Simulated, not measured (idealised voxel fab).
Process module heading - voxel fin reveal
Cross-sectional view cut (width: 240 nm; square cell size: 5 nm).
Think of the cross-section as a grid of square cells. We describe it in bands, top to bottom, and each band covers one or more rows of those cells. Top height, bottom height, nm. Materials left to right, width each, nm. Single material + "everywhere" = fills band edge to edge. "air" = empty. Convention: height 0 is the level below which the wafer, as received, is all one material. The lowest band does not terminate at the bottom but continues downward, represented as "0..down". Read "30->40" as a graded width: first number on top, second number at the bottom, same change between each pair of neighbouring rows. The cross-section has no changed cell in any step marked "no change occurred". So "Enclosed void list" is basically the list of trapped voids: any empty space of 8 cells or more that can't reach the top through an opening. They're written width x height at distance, the distance being from the left edge, and it's all nm. It should be noted that, on the line of a given step, the content following the step's settings is a remark produced by the simulator itself with respect to that step. The "overlay nm" setting may appear on a step's line; for a step that uses a mask, it gives how far to the right of its planned position the mask lay, and a negative value indicates the left.
[plan]
1) RECEIVE with material Si
2) CONFORMAL_DEP with material SiN, thk nm 5
3) MASKED_ETCH with tone cover, mask id FINS, width nm 15, pitch nm 45, etch materials SiN, depth nm 5, overlay nm 0
4) MASKED_ETCH with tone cover, mask id FINS, width nm 15, pitch nm 45, etch materials Si, depth nm 35, overlay nm 0
5) OXIDIZE with depth nm 5
6) FILL_DEP with material SiO2, thk nm 10
7) CMP with height nm 5
8) SELECTIVE_ETCH with etch materials SiO2, depth nm 15
9) STRIP with etch materials SiN
[As received (post step 1): cross-section]
  0..down  Si everywhere
  Enclosed void list: none
[Here's the wafer cut in cross-section after the module, started and planned just like above, except one thing was done wrong in the run]
  0..-20  50 air, 5 Si, 40 air, 5 Si, 40 air, 5 Si, 40 air, 5 Si, 50 air
  -20..-40  50 SiO2, 5 Si, 40 SiO2, 5 Si, 40 SiO2, 5 Si, 40 SiO2, 5 Si, 50 SiO2
  -40..down  Si everywhere
  Enclosed void list: none
What went wrong in running the wafer? step 8 was not run as planned; what actually ran was SELECTIVE_ETCH with etch materials SiO2, depth nm 25
